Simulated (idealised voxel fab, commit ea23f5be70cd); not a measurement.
The process module that follows is named voxel self aligned vias.
Displayed cross-section: cut, width of 215 nm, square cells sized 5 nm.
Throughout this document, each cross-section is represented as a grid of square cells and is presented as a sequence of bands enumerated from the top downward, where a band comprises one or more rows of cells.
Each band's line starts with the height of the band's top and of its bottom, in nm. Then come its materials from left to right, each with its width in nm. One material with "everywhere" fills the band from edge to edge. "air" is empty space.
All heights in this document are referenced to 0, defined as the level beneath which the wafer, as received, consists entirely of one material. The lowest band is not bounded below; it extends indefinitely downward and is written in the form "top 0, no bottom".
The two numbers in a width such as "30->40" mark its ends across the band: the first belongs to the top row of cells, the second to the bottom row, and from each row to the next the width moves by the same amount.
Reading "everything unchanged" for a step: not a cell of the cross-section changed in it.
Any empty space of 8 cells or more lacking an open way to the top shows up in "Closed void list" as width x height at distance, distance from the left edge, in nm.
Heads up: the bit after the settings on a step's line is the simulator's remark on that step.
For masked steps, "overlay nm" on the step line gives how far right of plan the mask actually lay; a minus sign means it lay to the left.
-- The following list gives the planned process steps
1) RECEIVE: material Si
2) CONFORMAL_DEP: material SiO2, thk nm 15
3) CONFORMAL_DEP: material SiCN, thk nm 5
4) DIRECTIONAL_DEP: material SiO2, thk nm 30
5) DIRECTIONAL_DEP: material aC, thk nm 15
6) PATTERN: tone open, mask id LINES, material resist, width nm 15, pitch nm 65, thk nm 30, overlay nm 0
7) DIRECTIONAL_ETCH: etch materials aC, depth nm 15
8) STRIP: etch materials resist
9) DIRECTIONAL_ETCH: etch materials SiO2, depth nm 30
10) STRIP: etch materials aC
11) CONFORMAL_DEP: material TiN, thk nm 5
12) FILL_DEP: material Ru, thk nm 5
13) CMP: height nm 50
14) SELECTIVE_ETCH: etch materials W Ru TiN, depth nm 5
15) FILL_DEP: material SiN, thk nm 10
16) CMP: height nm 50
17) DIRECTIONAL_DEP: material SiO2, thk nm 20
18) PATTERN: tone open, mask id VIAS, material resist, width nm 35, pitch nm 65, thk nm 15, overlay nm 0
19) DIRECTIONAL_ETCH: etch materials SiO2, depth nm 20
20) DIRECTIONAL_ETCH: etch materials SiN, depth nm 5
21) STRIP: etch materials resist
22) CONFORMAL_DEP: material TiN, thk nm 5
23) FILL_DEP: material W, thk nm 10
24) CMP: height nm 70
25) CONFORMAL_DEP: material SiCN, thk nm 5
Keep in mind the plan's value for the width nm of step 6 comes from the first wafer; the wafers don't share that setting, but they do share the same starting point.
-- The first of several wafers as received, shown in cross-section; this is its state after step 1
> top 0, no bottom  Si everywhere
> Closed void list: none
-- Basically each wafer gets a line in the table, showing it at the end of the module: material by material, the cells it gained (+) or lost (-) since we got it, then its closed voids
width nm 15 | +12 Ru | +86 SiCN | +421 SiO2 | +78 TiN | +48 W | Closed void list: none
width nm 20 | +24 Ru | +86 SiCN | +403 SiO2 | +81 TiN | +51 W | Closed void list: none
width nm 25 | +36 Ru | +86 SiCN | +385 SiO2 | +84 TiN | +54 W | Closed void list: none
width nm 30 | +48 Ru | +86 SiCN | +367 SiO2 | +87 TiN | +57 W | Closed void list: none
width nm 35 | +60 Ru | +86 SiCN | +349 SiO2 | +90 TiN | +60 W | Closed void list: none
width nm 40 | +72 Ru | +86 SiCN | +3 SiN | +331 SiO2 | +93 TiN | +60 W | Closed void list: none
